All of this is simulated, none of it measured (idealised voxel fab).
process module | voxel air gaps
cross-section cut | 245 nm wide | cells 5 nm
A cross-section is a grid of square cells, given in bands from the top down. A band is one or more rows of cells.
Each band's line starts with the height of the band's top and of its bottom, in nm. Then come its materials from left to right, each with its width in nm. One material with "throughout" fills the band from edge to edge. "air" is empty space.
Height 0 is the level under which the wafer as received is all one material. The lowest band goes on downwards, as in "0 down".
A width such as "30 to 40" changes by the same amount from each row of cells to the next, from the band's top row to its bottom row.
"no change" after a step means that no cell of the cross-section changed.
closed voids: empty space of 8 cells or more with no open way to the top, each as width x height at its distance from the left edge, in nm
after a step's settings: what the simulator itself notes on the step
overlay nm, on a step with a mask: how far to the right of its planned place the mask lay; to the left if negative
plan
1 op RECEIVE | material Si
2 op CONFORMAL_DEP | material SiO2 | thk nm 10
3 op CONFORMAL_DEP | material SiN | thk nm 5
4 op DIRECTIONAL_DEP | material SiO2 | thk nm 35
5 op PATTERN | tone open | mask id LINES | material resist | width nm 15 | pitch nm 50 | thk nm 20 | overlay nm 0
6 op DIRECTIONAL_ETCH | etch materials SiO2 | depth nm 35
7 op STRIP | etch materials resist
8 op CONFORMAL_DEP | material TiN | thk nm 5
9 op FILL_DEP | material W | thk nm 10
10 op CMP | height nm 50
11 op EPI | material Ru | thk nm 10
12 op SELECTIVE_ETCH | etch materials SiO2 | depth nm 45
13 op CONFORMAL_DEP | material SiN | thk nm 5
varied across the wafers: width nm of step 5. The plan shows the first wafer's value. All wafers start alike
first wafer as received, after step 1
  0 down: Si throughout
  closed voids: none
each wafer at the end: cells of each material gained (+) or lost (-) since it was received, then its closed voids
width nm 15 | +42 Ru | +176 SiN | +98 SiO2 | +45 TiN | +18 W | closed voids: none
width nm 20 | +48 Ru | +176 SiN | +98 SiO2 | +48 TiN | +36 W | closed voids: 20 x 25 at 85; 20 x 25 at 135
width nm 25 | +54 Ru | +168 SiN | +98 SiO2 | +51 TiN | +54 W | closed voids: 15 x 25 at 90; 15 x 25 at 140
width nm 30 | +60 Ru | +124 SiN | +154 SiO2 | +54 TiN | +72 W | closed voids: none
width nm 35 | +62 Ru | +124 SiN | +140 SiO2 | +57 TiN | +90 W | closed voids: none
